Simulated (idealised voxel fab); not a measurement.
The process module presented herein is designated voxel fin reveal.
Shown is cross-section cut, with a width of 170 nm and square cells of size 5 nm.
We lay out every cross-section as a grid of square cells and spell it out in bands from the top down, where one band means one or more rows of cells.
Top, bottom (nm), then materials left to right with widths (nm); lone material tagged "throughout" fills the whole band edge to edge; "blank" = empty space.
Heads up on the height convention: 0 is the point under which the incoming wafer is all one material, and the lowest band has no bottom, it just keeps going down, like "0 down".
The width entry "30..40" should be interpreted row by row: the top row of cells in the band takes the first number, the bottom row takes the second number, and the change between adjacent rows is uniform throughout.
A step reported as "same as before" is a step in which no cell of the cross-section changed.
Listed in "Internal closed voids": every empty space of 8 or more cells without an open way to the top. Form: width x height at distance, the distance being from the left edge, all in nm.
What comes after the settings on a step's line is commentary from the simulator itself on that step.
overlay nm: how far to the right of its planned place the mask lay on this masked step (negative: to the left).
Below is the list of planned process steps:
1 RECEIVE: material Si
2 CONFORMAL_DEP: material SiN, thk nm 5
3 PATTERN: tone cover, mask id FINS, material resist, width nm 15, pitch nm 35, thk nm 15, overlay nm 0
4 DIRECTIONAL_ETCH: etch materials SiN, depth nm 5
5 DIRECTIONAL_ETCH: etch materials Si, depth nm 40
6 STRIP: etch materials resist
7 OXIDIZE: depth nm 5
8 FILL_DEP: material SiO2, thk nm 5
9 CMP: height nm 5
10 SELECTIVE_ETCH: etch materials SiO2, depth nm 30
11 STRIP: etch materials SiN
12 CONFORMAL_DEP: material HfO2, thk nm 5
Incoming wafer in cross-section (state: after step 1):
	0 down = Si throughout
	Internal closed voids: none
One mistake in running the module, otherwise start and plan as above: cross-section at the end:
	5 to 0 = 35 of blank / 15 of HfO2 / 20 of blank / 15 of HfO2 / 20 of blank / 15 of HfO2 / 50 of blank
	0 to -20 = 35 of blank / 5 of HfO2 / 5 of Si / 5 of HfO2 / 20 of blank / 5 of HfO2 / 5 of Si / 5 of HfO2 / 20 of blank / 5 of HfO2 / 5 of Si / 5 of HfO2 / 50 of blank
	-20 to -25 = 40 of HfO2 / 5 of Si / 30 of HfO2 / 5 of Si / 30 of HfO2 / 5 of Si / 55 of HfO2
	-25 to -45 = 40 of SiO2 / 5 of Si / 30 of SiO2 / 5 of Si / 30 of SiO2 / 5 of Si / 55 of SiO2
	-45 down = Si throughout
	Internal closed voids: none
Plan not followed: note that step 3 departed from the planned setting and was carried out as PATTERN: tone cover, mask id FINS, material resist, width nm 15, pitch nm 35, thk nm 15, overlay nm -5
